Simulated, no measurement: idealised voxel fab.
Herein follows the process module entitled voxel transistor to metal.
Displayed cross-section: cut, width of 260 nm, square cells sized 5 nm.
If you're reading a cross-section in this doc, picture square cells in a grid; it comes to you as bands, top ones listed first down to the bottom, and a band can be one or more rows of cells. Heads up on the band format: heights come first, top then bottom, in nm. After that it's the materials left to right, each with its width in nm. A single material flagged "throughout" fills the whole band edge to edge, and "empty" means there's empty space there. Basically, 0 is our baseline, since under it the wafer straight out of the box is all one material. The bottom band has no lower end and keeps on going down, so it looks like "0 and below". The two numbers in a width such as "30..40" mark its ends across the band: the first belongs to the top row of cells, the second to the bottom row, and from each row to the next the width moves by the same amount. It should be understood that the words "nothing different", when stated for a given step, signify that the cross-section underwent no change in any of its cells during that step. Reported under the label "Tabulated closed voids" are the empty spaces having no open way to the top and comprising 8 cells or more; the notation for each is width x height at distance, in which the distance is measured from the left edge and all three values are in nm. That trailing text on a step's line, after the settings, is the simulator's own remark on the step. overlay nm: right-of-plan distance of the mask on a masked step; negative values mean left-of-plan. Note on reading: below, each pair holds a cross-section from before one process step and one from after it; the one from after shows only down to the lowest band that changed. Beneath the pair, the step in between is stated along with its settings. The pairs can stem from different runs of this module on the same starting wafer. Where a pair's entry headed "Pre-process state" says so, and only there, that pair continues from the pair above it.

# Pre-process state
100 down to 90  SiO2: 20, then TiN: 5, then Ru: 10, then TiN: 5, then SiO2: 105, then TiN: 5, then Ru: 10, then TiN: 5, then SiO2: 95
90 down to 85  SiO2: 20, then TiN: 5, then Ru: 5, then TiN: 10, then SiO2: 105, then TiN: 5, then Ru: 5, then TiN: 10, then SiO2: 95
85 down to 75  SiO2: 20, then TiN: 5, then Ru: 5, then TiN: 5, then SiO2: 110, then TiN: 5, then Ru: 5, then TiN: 5, then SiO2: 100
75 down to 70  SiCN: 20, then TiN: 15, then SiCN: 110, then TiN: 15, then SiCN: 100
70 down to 50  lowk: 20, then W: 20, then lowk: 55, then W: 20, then lowk: 30, then W: 20, then lowk: 55, then W: 20, then lowk: 20
50 down to 45  lowk: 20, then TiN: 20, then lowk: 55, then TiN: 20, then lowk: 30, then TiN: 20, then lowk: 55, then TiN: 20, then lowk: 20
45 down to 35  SiO2: 20, then TiN: 5, then W: 10, then TiN: 5, then SiO2: 55, then TiN: 5, then W: 10, then TiN: 5, then SiO2: 30, then TiN: 5, then W: 10, then TiN: 5, then SiO2: 55, then TiN: 5, then W: 10, then TiN: 5, then SiO2: 20
35 down to 25  SiO2: 20, then TiN: 5, then W: 10, then TiN: 5, then SiO2: 15, then SiN: 5, then SiCN: 15, then SiN: 5, then SiO2: 15, then TiN: 5, then W: 10, then TiN: 5, then SiO2: 30, then TiN: 5, then W: 10, then TiN: 5, then SiO2: 15, then SiN: 5, then SiCN: 15, then SiN: 5, then SiO2: 15, then TiN: 5, then W: 10, then TiN: 5, then SiO2: 20
25 down to 10  SiO2: 20, then TiN: 5, then W: 10, then TiN: 5, then SiO2: 15, then SiN: 5, then polySi: 15, then SiN: 5, then SiO2: 15, then TiN: 5, then W: 10, then TiN: 5, then SiO2: 30, then TiN: 5, then W: 10, then TiN: 5, then SiO2: 15, then SiN: 5, then polySi: 15, then SiN: 5, then SiO2: 15, then TiN: 5, then W: 10, then TiN: 5, then SiO2: 20
10 down to 5  SiO2: 10, then SiN: 5, then SiO2: 5, then TiN: 5, then W: 10, then TiN: 5, then SiO2: 15, then SiN: 5, then polySi: 15, then SiN: 5, then SiO2: 15, then TiN: 5, then W: 10, then TiN: 5, then SiO2: 5, then SiN: 5, then SiO2: 10, then SiN: 5, then SiO2: 5, then TiN: 5, then W: 10, then TiN: 5, then SiO2: 15, then SiN: 5, then polySi: 15, then SiN: 5, then SiO2: 15, then TiN: 5, then W: 10, then TiN: 5, then SiO2: 5, then SiN: 5, then SiO2: 10
5 down to 0  SiO2: 10, then SiN: 5, then SiO2: 5, then TiN: 20, then SiO2: 15, then SiN: 5, then polySi: 15, then SiN: 5, then SiO2: 15, then TiN: 20, then SiO2: 5, then SiN: 5, then SiO2: 10, then SiN: 5, then SiO2: 5, then TiN: 20, then SiO2: 15, then SiN: 5, then polySi: 15, then SiN: 5, then SiO2: 15, then TiN: 20, then SiO2: 5, then SiN: 5, then SiO2: 10
0 down to -5  SiO2: 10, then SiN: 5, then nSi: 40, then SiO2: 25, then nSi: 40, then SiN: 5, then SiO2: 10, then SiN: 5, then nSi: 40, then SiO2: 25, then nSi: 40, then SiN: 5, then SiO2: 10
-5 down to -10  SiO2: 20, then Si: 95, then SiO2: 30, then Si: 95, then SiO2: 20
-10 down to -30  SiO2: 15, then Si: 105, then SiO2: 20, then Si: 105, then SiO2: 15
-30 and below  Si throughout
Tabulated closed voids: none

# Post-Step Cross-Section
105 down to 100  SiN throughout
No changes below 100.
Tabulated closed voids: none
Link between the two cross-sections above: CONFORMAL_DEP, material SiN, thk nm 5

# Pre-process state
100 down to 75  SiO2 throughout
75 down to 70  SiCN throughout
70 down to 50  lowk: 20, then W: 20, then lowk: 55, then W: 20, then lowk: 30, then W: 20, then lowk: 55, then W: 20, then lowk: 20
50 down to 45  lowk: 20, then TiN: 20, then lowk: 55, then TiN: 20, then lowk: 30, then TiN: 20, then lowk: 55, then TiN: 20, then lowk: 20
45 down to 35  SiO2: 20, then TiN: 5, then W: 10, then TiN: 5, then SiO2: 55, then TiN: 5, then W: 10, then TiN: 5, then SiO2: 30, then TiN: 5, then W: 10, then TiN: 5, then SiO2: 55, then TiN: 5, then W: 10, then TiN: 5, then SiO2: 20
35 down to 25  SiO2: 20, then TiN: 5, then W: 10, then TiN: 5, then SiO2: 15, then SiN: 5, then SiCN: 15, then SiN: 5, then SiO2: 15, then TiN: 5, then W: 10, then TiN: 5, then SiO2: 30, then TiN: 5, then W: 10, then TiN: 5, then SiO2: 15, then SiN: 5, then SiCN: 15, then SiN: 5, then SiO2: 15, then TiN: 5, then W: 10, then TiN: 5, then SiO2: 20
25 down to 10  SiO2: 20, then TiN: 5, then W: 10, then TiN: 5, then SiO2: 15, then SiN: 5, then polySi: 15, then SiN: 5, then SiO2: 15, then TiN: 5, then W: 10, then TiN: 5, then SiO2: 30, then TiN: 5, then W: 10, then TiN: 5, then SiO2: 15, then SiN: 5, then polySi: 15, then SiN: 5, then SiO2: 15, then TiN: 5, then W: 10, then TiN: 5, then SiO2: 20
10 down to 5  SiO2: 10, then SiN: 5, then SiO2: 5, then TiN: 5, then W: 10, then TiN: 5, then SiO2: 15, then SiN: 5, then polySi: 15, then SiN: 5, then SiO2: 15, then TiN: 5, then W: 10, then TiN: 5, then SiO2: 5, then SiN: 5, then SiO2: 10, then SiN: 5, then SiO2: 5, then TiN: 5, then W: 10, then TiN: 5, then SiO2: 15, then SiN: 5, then polySi: 15, then SiN: 5, then SiO2: 15, then TiN: 5, then W: 10, then TiN: 5, then SiO2: 5, then SiN: 5, then SiO2: 10
5 down to 0  SiO2: 10, then SiN: 5, then SiO2: 5, then TiN: 20, then SiO2: 15, then SiN: 5, then polySi: 15, then SiN: 5, then SiO2: 15, then TiN: 20, then SiO2: 5, then SiN: 5, then SiO2: 10, then SiN: 5, then SiO2: 5, then TiN: 20, then SiO2: 15, then SiN: 5, then polySi: 15, then SiN: 5, then SiO2: 15, then TiN: 20, then SiO2: 5, then SiN: 5, then SiO2: 10
0 down to -5  SiO2: 15, then nSi: 40, then SiO2: 25, then nSi: 40, then SiO2: 20, then nSi: 40, then SiO2: 25, then nSi: 40, then SiO2: 15
-5 down to -30  SiO2: 15, then Si: 105, then SiO2: 20, then Si: 105, then SiO2: 15
-30 and below  Si throughout
Tabulated closed voids: none

# Post-Step Cross-Section
125 down to 75  SiO2 throughout
No changes below 75.
Tabulated closed voids: none
Link between the two cross-sections above: DIRECTIONAL_DEP, material SiO2, thk nm 25

Pre-process state: For the state before this step, see the after cross-section of the pair located directly above.

# Post-Step Cross-Section
140 down to 125  resist: 20, then empty: 20, then resist: 105, then empty: 20, then resist: 95
No changes below 125.
Tabulated closed voids: none
Link between the two cross-sections above: PATTERN, tone open, mask id METAL_2, material resist, width nm 20, pitch nm 125, thk nm 15, overlay nm 0

Pre-process state: For the state before this step, see the after cross-section of the pair located directly above.

# Post-Step Cross-Section
140 down to 125  resist: 20, then empty: 20, then resist: 105, then empty: 20, then resist: 95
125 down to 110  SiO2: 20, then empty: 20, then SiO2: 105, then empty: 20, then SiO2: 95
No changes below 110.
Tabulated closed voids: none
Link between the two cross-sections above: DIRECTIONAL_ETCH, etch materials SiO2, depth nm 15

Pre-process state: For the state before this step, see the after cross-section of the pair located directly above.

# Post-Step Cross-Section
125 down to 110  SiO2: 20, then empty: 20, then SiO2: 105, then empty: 20, then SiO2: 95
No changes below 110.
Tabulated closed voids: none
Link between the two cross-sections above: STRIP, etch materials resist

Pre-process state: For the state before this step, see the after cross-section of the pair located directly above.

# Post-Step Cross-Section
145 down to 125  resist: 20, then empty: 15, then resist: 110, then empty: 15, then resist: 100
125 down to 110  SiO2: 20, then empty: 15, then resist: 5, then SiO2: 105, then empty: 15, then resist: 5, then SiO2: 95
No changes below 110.
Tabulated closed voids: none
Link between the two cross-sections above: PATTERN, tone open, mask id METAL_2_HOLES, material resist, width nm 15, pitch nm 125, thk nm 20, overlay nm 0

Pre-process state: For the state before this step, see the after cross-section of the pair located directly above.

# Post-Step Cross-Section
145 down to 125  resist: 20, then empty: 15, then resist: 110, then empty: 15, then resist: 100
125 down to 110  SiO2: 20, then empty: 15, then resist: 5, then SiO2: 105, then empty: 15, then resist: 5, then SiO2: 95
110 down to 100  SiO2: 20, then empty: 15, then SiO2: 110, then empty: 15, then SiO2: 100
No changes below 100.
Tabulated closed voids: none
Link between the two cross-sections above: DIRECTIONAL_ETCH, etch materials SiO2, depth nm 10

Pre-process state: For the state before this step, see the after cross-section of the pair located directly above.

# Post-Step Cross-Section
125 down to 110  SiO2: 20, then empty: 20, then SiO2: 105, then empty: 20, then SiO2: 95
No changes below 110.
Tabulated closed voids: none
Link between the two cross-sections above: STRIP, etch materials resist

Pre-process state: For the state before this step, see the after cross-section of the pair located directly above.

# Post-Step Cross-Section
130 down to 125  TiN: 25, then empty: 10, then TiN: 115, then empty: 10, then TiN: 100
125 down to 115  SiO2: 20, then TiN: 5, then empty: 10, then TiN: 5, then SiO2: 105, then TiN: 5, then empty: 10, then TiN: 5, then SiO2: 95
115 down to 105  SiO2: 20, then TiN: 5, then empty: 5, then TiN: 10..5, then SiO2: 105..110, then TiN: 5, then empty: 5, then TiN: 10..5, then SiO2: 95..100
105 down to 100  SiO2: 20, then TiN: 15, then SiO2: 110, then TiN: 15, then SiO2: 100
No changes below 100.
Tabulated closed voids: none
Link between the two cross-sections above: CONFORMAL_DEP, material TiN, thk nm 5

Pre-process state: For the state before this step, see the after cross-section of the pair located directly above.

# Post-Step Cross-Section
140 down to 130  Ru throughout
130 down to 125  TiN: 25, then Ru: 10, then TiN: 115, then Ru: 10, then TiN: 100
125 down to 115  SiO2: 20, then TiN: 5, then Ru: 10, then TiN: 5, then SiO2: 105, then TiN: 5, then Ru: 10, then TiN: 5, then SiO2: 95
115 down to 105  SiO2: 20, then TiN: 5, then Ru: 5, then TiN: 10..5, then SiO2: 105..110, then TiN: 5, then Ru: 5, then TiN: 10..5, then SiO2: 95..100
No changes below 105.
Tabulated closed voids: none
Link between the two cross-sections above: FILL_DEP, material Ru, thk nm 10

Pre-process state: For the state before this step, see the after cross-section of the pair located directly above.

# Post-Step Cross-Section
100 down to 75  SiO2 throughout
No changes below 75.
Tabulated closed voids: none
Link between the two cross-sections above: CMP, height nm 100

Pre-process state: For the state before this step, see the after cross-section of the pair located directly above.

# Post-Step Cross-Section
105 down to 100  SiN throughout
No changes below 100.
Tabulated closed voids: none
Link between the two cross-sections above: CONFORMAL_DEP, material SiN, thk nm 5

# Pre-process state
20 down to 5  SiO2: 15, then SiN: 105, then SiO2: 20, then SiN: 105, then SiO2: 15
5 down to 0  SiO2 throughout
0 down to -30  SiO2: 15, then Si: 105, then SiO2: 20, then Si: 105, then SiO2: 15
-30 and below  Si throughout
Tabulated closed voids: none

# Post-Step Cross-Section
20 down to 5  SiO2: 15, then empty: 105, then SiO2: 20, then empty: 105, then SiO2: 15
No changes below 5.
Tabulated closed voids: none
Link between the two cross-sections above: STRIP, etch materials SiN

Pre-process state: For the state before this step, see the after cross-section of the pair located directly above.

# Post-Step Cross-Section
15 down to 0  SiO2: 10, then empty: 115, then SiO2: 10, then empty: 115, then SiO2: 10
No changes below 0.
Tabulated closed voids: none
Link between the two cross-sections above: SELECTIVE_ETCH, etch materials SiO2, depth nm 5

Pre-process state: For the state before this step, see the after cross-section of the pair located directly above.

# Post-Step Cross-Section
10 down to 0  SiO2: 5, then empty: 250, then SiO2: 5
0 down to -5  SiO2: 5, then empty: 10, then Si: 105, then empty: 20, then Si: 105, then empty: 10, then SiO2: 5
No changes below -5.
Tabulated closed voids: none
Link between the two cross-sections above: SELECTIVE_ETCH, etch materials SiO2, depth nm 5

Pre-process state: For the state before this step, see the after cross-section of the pair located directly above.

# Post-Step Cross-Section
10 down to 0  SiO2: 5, then empty: 250, then SiO2: 5
0 down to -5  SiO2: 5, then empty: 10, then SiO2: 105, then empty: 20, then SiO2: 105, then empty: 10, then SiO2: 5
-5 down to -10  SiO2: 20, then Si: 95, then SiO2: 30, then Si: 95, then SiO2: 20
No changes below -10.
Tabulated closed voids: none
Link between the two cross-sections above: OXIDIZE, depth nm 5

Pre-process state: For the state before this step, see the after cross-section of the pair located directly above.

# Post-Step Cross-Section
35 down to 25  polySi: 5, then empty: 250, then polySi: 5
25 down to 20  polySi: 5, then empty: 10, then polySi: 105, then empty: 20, then polySi: 105, then empty: 10, then polySi: 5
20 down to 10  polySi throughout
10 down to 0  SiO2: 5, then polySi: 250, then SiO2: 5
0 down to -5  SiO2: 5, then polySi: 10, then SiO2: 105, then polySi: 20, then SiO2: 105, then polySi: 10, then SiO2: 5
No changes below -5.
Tabulated closed voids: none
Link between the two cross-sections above: DIRECTIONAL_DEP, material polySi, thk nm 25

Pre-process state: For the state before this step, see the after cross-section of the pair located directly above.

# Post-Step Cross-Section
45 down to 35  SiCN: 5, then empty: 250, then SiCN: 5
35 down to 30  polySi: 5, then empty: 10, then SiCN: 105, then empty: 20, then SiCN: 105, then empty: 10, then polySi: 5
30 down to 25  polySi: 5, then SiCN: 250, then polySi: 5
25 down to 20  polySi: 5, then SiCN: 10, then polySi: 105, then SiCN: 20, then polySi: 105, then SiCN: 10, then polySi: 5
No changes below 20.
Tabulated closed voids: none
Link between the two cross-sections above: DIRECTIONAL_DEP, material SiCN, thk nm 10

Pre-process state: For the state before this step, see the after cross-section of the pair located directly above.

# Post-Step Cross-Section
35 down to 25  polySi: 5, then empty: 55, then SiCN: 15, then empty: 110, then SiCN: 15, then empty: 55, then polySi: 5
25 down to 20  polySi: 5, then empty: 10, then polySi: 105, then empty: 20, then polySi: 105, then empty: 10, then polySi: 5
No changes below 20.
Tabulated closed voids: none
Link between the two cross-sections above: MASKED_ETCH, tone cover, mask id GATE, width nm 15, pitch nm 125, etch materials SiCN, depth nm 20, overlay nm 0

Pre-process state: For the state before this step, see the after cross-section of the pair located directly above.

# Post-Step Cross-Section
35 down to 25  empty: 60, then SiCN: 15, then empty: 110, then SiCN: 15, then empty: 60
25 down to 10  empty: 60, then polySi: 15, then empty: 110, then polySi: 15, then empty: 60
10 down to 0  SiO2: 5, then empty: 55, then polySi: 15, then empty: 110, then polySi: 15, then empty: 55, then SiO2: 5
0 down to -5  SiO2: 5, then empty: 10, then SiO2: 105, then empty: 20, then SiO2: 105, then empty: 10, then SiO2: 5
No changes below -5.
Tabulated closed voids: none
Link between the two cross-sections above: MASKED_ETCH, tone cover, mask id GATE, width nm 15, pitch nm 125, etch materials polySi, depth nm 35, overlay nm 0

Pre-process state: For the state before this step, see the after cross-section of the pair located directly above.

# Post-Step Cross-Section
40 down to 35  empty: 55, then SiN: 25, then empty: 100, then SiN: 25, then empty: 55
35 down to 25  empty: 55, then SiN: 5, then SiCN: 15, then SiN: 5, then empty: 100, then SiN: 5, then SiCN: 15, then SiN: 5, then empty: 55
25 down to 15  empty: 55, then SiN: 5, then polySi: 15, then SiN: 5, then empty: 100, then SiN: 5, then polySi: 15, then SiN: 5, then empty: 55
15 down to 10  SiN: 10, then empty: 45, then SiN: 5, then polySi: 15, then SiN: 5, then empty: 100, then SiN: 5, then polySi: 15, then SiN: 5, then empty: 45, then SiN: 10
10 down to 5  SiO2: 5, then SiN: 5, then empty: 45, then SiN: 5, then polySi: 15, then SiN: 5, then empty: 100, then SiN: 5, then polySi: 15, then SiN: 5, then empty: 45, then SiN: 5, then SiO2: 5
5 down to 0  SiO2: 5, then SiN: 55, then polySi: 15, then SiN: 50, then empty: 10, then SiN: 50, then polySi: 15, then SiN: 55, then SiO2: 5
0 down to -5  SiO2: 5, then SiN: 10, then SiO2: 105, then SiN: 20, then SiO2: 105, then SiN: 10, then SiO2: 5
No changes below -5.
Tabulated closed voids: none
Link between the two cross-sections above: CONFORMAL_DEP, material SiN, thk nm 5

Pre-process state: For the state before this step, see the after cross-section of the pair located directly above.

# Post-Step Cross-Section
35 down to 25  empty: 55, then SiN: 5, then SiCN: 15, then SiN: 5, then empty: 100, then SiN: 5, then SiCN: 15, then SiN: 5, then empty: 55
25 down to 10  empty: 55, then SiN: 5, then polySi: 15, then SiN: 5, then empty: 100, then SiN: 5, then polySi: 15, then SiN: 5, then empty: 55
10 down to 0  SiO2: 5, then SiN: 5, then empty: 45, then SiN: 5, then polySi: 15, then SiN: 5, then empty: 100, then SiN: 5, then polySi: 15, then SiN: 5, then empty: 45, then SiN: 5, then SiO2: 5
0 down to -5  SiO2: 5, then SiN: 10, then SiO2: 105, then SiN: 5, then empty: 10, then SiN: 5, then SiO2: 105, then SiN: 10, then SiO2: 5
No changes below -5.
Tabulated closed voids: none
Link between the two cross-sections above: DIRECTIONAL_ETCH, etch materials SiN, depth nm 5

Pre-process state: For the state before this step, see the after cross-section of the pair located directly above.

# Post-Step Cross-Section
35 down to 25  empty: 55, then SiN: 5, then SiCN: 15, then SiN: 5, then empty: 100, then SiN: 5, then SiCN: 15, then SiN: 5, then empty: 55
25 down to 10  empty: 55, then SiN: 5, then polySi: 15, then SiN: 5, then empty: 100, then SiN: 5, then polySi: 15, then SiN: 5, then empty: 55
10 down to 5  empty: 5, then SiN: 5, then empty: 45, then SiN: 5, then polySi: 15, then SiN: 5, then empty: 100, then SiN: 5, then polySi: 15, then SiN: 5, then empty: 45, then SiN: 5, then empty: 5
5 down to 0  SiO2: 5, then SiN: 5, then empty: 45, then SiN: 5, then polySi: 15, then SiN: 5, then empty: 100, then SiN: 5, then polySi: 15, then SiN: 5, then empty: 45, then SiN: 5, then SiO2: 5
0 down to -5  SiO2: 5, then SiN: 10, then empty: 40, then SiO2: 25, then empty: 40, then SiN: 5, then empty: 10, then SiN: 5, then empty: 40, then SiO2: 25, then empty: 40, then SiN: 10, then SiO2: 5
-5 down to -10  SiO2: 20, then Si: 95, then SiO2: 10, then empty: 10, then SiO2: 10, then Si: 95, then SiO2: 20
No changes below -10.
Tabulated closed voids: none
Link between the two cross-sections above: DIRECTIONAL_ETCH, etch materials SiO2, depth nm 5

Pre-process state: For the state before this step, see the after cross-section of the pair located directly above.

# Post-Step Cross-Section
35 down to 25  empty: 55, then SiN: 5, then SiCN: 15, then SiN: 5, then empty: 100, then SiN: 5, then SiCN: 15, then SiN: 5, then empty: 55
25 down to 10  empty: 55, then SiN: 5, then polySi: 15, then SiN: 5, then empty: 100, then SiN: 5, then polySi: 15, then SiN: 5, then empty: 55
10 down to 5  empty: 5, then SiN: 5, then empty: 45, then SiN: 5, then polySi: 15, then SiN: 5, then empty: 100, then SiN: 5, then polySi: 15, then SiN: 5, then empty: 45, then SiN: 5, then empty: 5
5 down to 0  SiO2: 5, then SiN: 5, then empty: 45, then SiN: 5, then polySi: 15, then SiN: 5, then empty: 100, then SiN: 5, then polySi: 15, then SiN: 5, then empty: 45, then SiN: 5, then SiO2: 5
0 down to -5  SiO2: 5, then SiN: 10, then nSi: 40, then SiO2: 25, then nSi: 40, then SiN: 5, then empty: 10, then SiN: 5, then nSi: 40, then SiO2: 25, then nSi: 40, then SiN: 10, then SiO2: 5
No changes below -5.
Tabulated closed voids: none
Link between the two cross-sections above: EPI, material nSi, thk nm 5

Pre-process state: For the state before this step, see the after cross-section of the pair located directly above.

# Post-Step Cross-Section
45 down to 35  SiO2 throughout
35 down to 25  SiO2: 55, then SiN: 5, then SiCN: 15, then SiN: 5, then SiO2: 100, then SiN: 5, then SiCN: 15, then SiN: 5, then SiO2: 55
25 down to 10  SiO2: 55, then SiN: 5, then polySi: 15, then SiN: 5, then SiO2: 100, then SiN: 5, then polySi: 15, then SiN: 5, then SiO2: 55
10 down to 0  SiO2: 5, then SiN: 5, then SiO2: 45, then SiN: 5, then polySi: 15, then SiN: 5, then SiO2: 100, then SiN: 5, then polySi: 15, then SiN: 5, then SiO2: 45, then SiN: 5, then SiO2: 5
0 down to -5  SiO2: 5, then SiN: 10, then nSi: 40, then SiO2: 25, then nSi: 40, then SiN: 5, then SiO2: 10, then SiN: 5, then nSi: 40, then SiO2: 25, then nSi: 40, then SiN: 10, then SiO2: 5
-5 down to -10  SiO2: 20, then Si: 95, then SiO2: 30, then Si: 95, then SiO2: 20
No changes below -10.
Tabulated closed voids: none
Link between the two cross-sections above: FILL_DEP, material SiO2, thk nm 10

Pre-process state: For the state before this step, see the after cross-section of the pair located directly above.

# Post-Step Cross-Section
35 down to 25  SiO2: 55, then SiN: 5, then SiCN: 15, then SiN: 5, then SiO2: 100, then SiN: 5, then SiCN: 15, then SiN: 5, then SiO2: 55
No changes below 25.
Tabulated closed voids: none
Link between the two cross-sections above: CMP, height nm 35

Pre-process state: For the state before this step, see the after cross-section of the pair located directly above.

# Post-Step Cross-Section
45 down to 35  SiO2 throughout
No changes below 35.
Tabulated closed voids: none
Link between the two cross-sections above: DIRECTIONAL_DEP, material SiO2, thk nm 10

Pre-process state: For the state before this step, see the after cross-section of the pair located directly above.

# Post-Step Cross-Section
55 down to 45  aC throughout
No changes below 45.
Tabulated closed voids: none
Link between the two cross-sections above: DIRECTIONAL_DEP, material aC, thk nm 10

Pre-process state: For the state before this step, see the after cross-section of the pair located directly above.

# Post-Step Cross-Section
80 down to 55  resist: 20, then empty: 20, then resist: 55, then empty: 20, then resist: 30, then empty: 20, then resist: 55, then empty: 20, then resist: 20
No changes below 55.
Tabulated closed voids: none
Link between the two cross-sections above: PATTERN, tone open, mask id CONTACT, material resist, width nm 20, thk nm 25, overlay nm 0

Pre-process state: For the state before this step, see the after cross-section of the pair located directly above.

# Post-Step Cross-Section
70 down to 55  resist: 20, then empty: 20, then resist: 55, then empty: 20, then resist: 30, then empty: 20, then resist: 55, then empty: 20, then resist: 20
55 down to 45  aC: 20, then empty: 20, then aC: 55, then empty: 20, then aC: 30, then empty: 20, then aC: 55, then empty: 20, then aC: 20
No changes below 45.
Tabulated closed voids: none
Link between the two cross-sections above: DIRECTIONAL_ETCH, etch materials aC, depth nm 10

Pre-process state: For the state before this step, see the after cross-section of the pair located directly above.

# Post-Step Cross-Section
55 down to 45  aC: 20, then empty: 20, then aC: 55, then empty: 20, then aC: 30, then empty: 20, then aC: 55, then empty: 20, then aC: 20
No changes below 45.
Tabulated closed voids: none
Link between the two cross-sections above: STRIP, etch materials resist

Pre-process state: For the state before this step, see the after cross-section of the pair located directly above.

# Post-Step Cross-Section
55 down to 45  aC: 20, then empty: 20, then aC: 55, then empty: 20, then aC: 30, then empty: 20, then aC: 55, then empty: 20, then aC: 20
45 down to 35  SiO2: 20, then empty: 20, then SiO2: 55, then empty: 20, then SiO2: 30, then empty: 20, then SiO2: 55, then empty: 20, then SiO2: 20
35 down to 25  SiO2: 20, then empty: 20, then SiO2: 15, then SiN: 5, then SiCN: 15, then SiN: 5, then SiO2: 15, then empty: 20, then SiO2: 30, then empty: 20, then SiO2: 15, then SiN: 5, then SiCN: 15, then SiN: 5, then SiO2: 15, then empty: 20, then SiO2: 20
25 down to 10  SiO2: 20, then empty: 20, then SiO2: 15, then SiN: 5, then polySi: 15, then SiN: 5, then SiO2: 15, then empty: 20, then SiO2: 30, then empty: 20, then SiO2: 15, then SiN: 5, then polySi: 15, then SiN: 5, then SiO2: 15, then empty: 20, then SiO2: 20
10 down to 0  SiO2: 5, then SiN: 5, then SiO2: 10, then empty: 20, then SiO2: 15, then SiN: 5, then polySi: 15, then SiN: 5, then SiO2: 15, then empty: 20, then SiO2: 30, then empty: 20, then SiO2: 15, then SiN: 5, then polySi: 15, then SiN: 5, then SiO2: 15, then empty: 20, then SiO2: 10, then SiN: 5, then SiO2: 5
No changes below 0.
Tabulated closed voids: none
Link between the two cross-sections above: DIRECTIONAL_ETCH, etch materials SiO2, depth nm 45

Pre-process state: For the state before this step, see the after cross-section of the pair located directly above.

# Post-Step Cross-Section
45 down to 35  SiO2: 20, then empty: 20, then SiO2: 55, then empty: 20, then SiO2: 30, then empty: 20, then SiO2: 55, then empty: 20, then SiO2: 20
No changes below 35.
Tabulated closed voids: none
Link between the two cross-sections above: STRIP, etch materials aC

Pre-process state: For the state before this step, see the after cross-section of the pair located directly above.

# Post-Step Cross-Section
50 down to 45  TiN: 25, then empty: 10, then TiN: 65, then empty: 10, then TiN: 40, then empty: 10, then TiN: 65, then empty: 10, then TiN: 25
45 down to 35  SiO2: 20, then TiN: 5, then empty: 10, then TiN: 5, then SiO2: 55, then TiN: 5, then empty: 10, then TiN: 5, then SiO2: 30, then TiN: 5, then empty: 10, then TiN: 5, then SiO2: 55, then TiN: 5, then empty: 10, then TiN: 5, then SiO2: 20
35 down to 25  SiO2: 20, then TiN: 5, then empty: 10, then TiN: 5, then SiO2: 15, then SiN: 5, then SiCN: 15, then SiN: 5, then SiO2: 15, then TiN: 5, then empty: 10, then TiN: 5, then SiO2: 30, then TiN: 5, then empty: 10, then TiN: 5, then SiO2: 15, then SiN: 5, then SiCN: 15, then SiN: 5, then SiO2: 15, then TiN: 5, then empty: 10, then TiN: 5, then SiO2: 20
25 down to 10  SiO2: 20, then TiN: 5, then empty: 10, then TiN: 5, then SiO2: 15, then SiN: 5, then polySi: 15, then SiN: 5, then SiO2: 15, then TiN: 5, then empty: 10, then TiN: 5, then SiO2: 30, then TiN: 5, then empty: 10, then TiN: 5, then SiO2: 15, then SiN: 5, then polySi: 15, then SiN: 5, then SiO2: 15, then TiN: 5, then empty: 10, then TiN: 5, then SiO2: 20
10 down to 5  SiO2: 5, then SiN: 5, then SiO2: 10, then TiN: 5, then empty: 10, then TiN: 5, then SiO2: 15, then SiN: 5, then polySi: 15, then SiN: 5, then SiO2: 15, then TiN: 5, then empty: 10, then TiN: 5, then SiO2: 30, then TiN: 5, then empty: 10, then TiN: 5, then SiO2: 15, then SiN: 5, then polySi: 15, then SiN: 5, then SiO2: 15, then TiN: 5, then empty: 10, then TiN: 5, then SiO2: 10, then SiN: 5, then SiO2: 5
5 down to 0  SiO2: 5, then SiN: 5, then SiO2: 10, then TiN: 20, then SiO2: 15, then SiN: 5, then polySi: 15, then SiN: 5, then SiO2: 15, then TiN: 20, then SiO2: 30, then TiN: 20, then SiO2: 15, then SiN: 5, then polySi: 15, then SiN: 5, then SiO2: 15, then TiN: 20, then SiO2: 10, then SiN: 5, then SiO2: 5
No changes below 0.
Tabulated closed voids: none
Link between the two cross-sections above: CONFORMAL_DEP, material TiN, thk nm 5

Pre-process state: For the state before this step, see the after cross-section of the pair located directly above.

# Post-Step Cross-Section
60 down to 50  W throughout
50 down to 45  TiN: 25, then W: 10, then TiN: 65, then W: 10, then TiN: 40, then W: 10, then TiN: 65, then W: 10, then TiN: 25
45 down to 35  SiO2: 20, then TiN: 5, then W: 10, then TiN: 5, then SiO2: 55, then TiN: 5, then W: 10, then TiN: 5, then SiO2: 30, then TiN: 5, then W: 10, then TiN: 5, then SiO2: 55, then TiN: 5, then W: 10, then TiN: 5, then SiO2: 20
35 down to 25  SiO2: 20, then TiN: 5, then W: 10, then TiN: 5, then SiO2: 15, then SiN: 5, then SiCN: 15, then SiN: 5, then SiO2: 15, then TiN: 5, then W: 10, then TiN: 5, then SiO2: 30, then TiN: 5, then W: 10, then TiN: 5, then SiO2: 15, then SiN: 5, then SiCN: 15, then SiN: 5, then SiO2: 15, then TiN: 5, then W: 10, then TiN: 5, then SiO2: 20
25 down to 10  SiO2: 20, then TiN: 5, then W: 10, then TiN: 5, then SiO2: 15, then SiN: 5, then polySi: 15, then SiN: 5, then SiO2: 15, then TiN: 5, then W: 10, then TiN: 5, then SiO2: 30, then TiN: 5, then W: 10, then TiN: 5, then SiO2: 15, then SiN: 5, then polySi: 15, then SiN: 5, then SiO2: 15, then TiN: 5, then W: 10, then TiN: 5, then SiO2: 20
10 down to 5  SiO2: 5, then SiN: 5, then SiO2: 10, then TiN: 5, then W: 10, then TiN: 5, then SiO2: 15, then SiN: 5, then polySi: 15, then SiN: 5, then SiO2: 15, then TiN: 5, then W: 10, then TiN: 5, then SiO2: 30, then TiN: 5, then W: 10, then TiN: 5, then SiO2: 15, then SiN: 5, then polySi: 15, then SiN: 5, then SiO2: 15, then TiN: 5, then W: 10, then TiN: 5, then SiO2: 10, then SiN: 5, then SiO2: 5
No changes below 5.
Tabulated closed voids: none
Link between the two cross-sections above: FILL_DEP, material W, thk nm 10

Pre-process state: For the state before this step, see the after cross-section of the pair located directly above.

# Post-Step Cross-Section
45 down to 35  SiO2: 20, then TiN: 5, then W: 10, then TiN: 5, then SiO2: 55, then TiN: 5, then W: 10, then TiN: 5, then SiO2: 30, then TiN: 5, then W: 10, then TiN: 5, then SiO2: 55, then TiN: 5, then W: 10, then TiN: 5, then SiO2: 20
No changes below 35.
Tabulated closed voids: none
Link between the two cross-sections above: CMP, height nm 45

Pre-process state: For the state before this step, see the after cross-section of the pair located directly above.

# Post-Step Cross-Section
50 down to 45  TiN throughout
No changes below 45.
Tabulated closed voids: none
Link between the two cross-sections above: DIRECTIONAL_DEP, material TiN, thk nm 5
